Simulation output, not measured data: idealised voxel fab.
Title: Process Module voxel fin reveal
290 nm wide, 5 nm square cells: that's cross-section cut.
Cross-section spec: square-cell grid; bands listed top down; each band is one or more rows.
Basically the band line says how high the top is and how high the bottom is, in nm, and then what's in it from left to right, every material with its width in nm. Empty space shows up as "empty", and if a single material carries "full width" it runs the full band edge to edge.
Heights are expressed relative to 0, this being the level below which the as-received wafer comprises one material exclusively. The lowest band is unbounded in the downward direction and is denoted as in "from 0 down".
The two numbers in a width such as "30..40" mark its ends across the band: the first belongs to the top row of cells, the second to the bottom row, and from each row to the next the width moves by the same amount.
The designation "remained the same", where it is given for a processing step, indicates that no cell of the cross-section was altered in the course of that step.
The entry "Fully sealed cavities" lists the empty spaces that cover at least 8 cells and have no open path to the top. Each is written as width x height at distance, where the distance is measured from the left edge and all three values are in nm.
Whatever follows a step's settings on its line is a remark the simulator itself makes about that step.
overlay nm, on a step with a mask: how far to the right of its planned place the mask lay; to the left if negative

**Set out below are the planned steps of the process**
step 1: RECEIVE [material Si]
step 2: CONFORMAL_DEP [material SiN] [thk nm 10]
step 3: DIRECTIONAL_DEP [material aC] [thk nm 15]
step 4: PATTERN [tone cover] [mask id FINS] [material resist] [width nm 15] [pitch nm 35] [thk nm 30] [overlay nm 0]
step 5: DIRECTIONAL_ETCH [etch materials aC] [depth nm 15]
step 6: STRIP [etch materials resist]
step 7: DIRECTIONAL_ETCH [etch materials SiN] [depth nm 10]
step 8: DIRECTIONAL_ETCH [etch materials Si] [depth nm 35]
step 9: STRIP [etch materials aC]
step 10: OXIDIZE [depth nm 5]
step 11: FILL_DEP [material SiO2] [thk nm 5]
step 12: CMP [height nm 10]
step 13: SELECTIVE_ETCH [etch materials SiO2] [depth nm 35]
step 14: STRIP [etch materials SiN]
step 15: CONFORMAL_DEP [material SiO2] [thk nm 5]

**As received (post step 1): cross-section**
	from 0 down  Si full width
	Fully sealed cavities: none

**What the wafer looks like in cross-section after this module, when it starts as shown above and follows the plan above but one mistake is made in running it**
	from 5 to 0  empty (85) / SiO2 (15) / empty (20) / SiO2 (15) / empty (20) / SiO2 (15) / empty (20) / SiO2 (15) / empty (85)
	from 0 to -20  empty (85) / SiO2 (5) / Si (5) / SiO2 (5) / empty (20) / SiO2 (5) / Si (5) / SiO2 (5) / empty (20) / SiO2 (5) / Si (5) / SiO2 (5) / empty (20) / SiO2 (5) / Si (5) / SiO2 (5) / empty (85)
	from -20 to -50  SiO2 (90) / Si (5) / SiO2 (30) / Si (5) / SiO2 (30) / Si (5) / SiO2 (30) / Si (5) / SiO2 (90)
	from -50 down  Si full width
	Fully sealed cavities: none
Misprocessing identified: step 8 deviated from plan and actually ran as DIRECTIONAL_ETCH [etch materials Si] [depth nm 45]
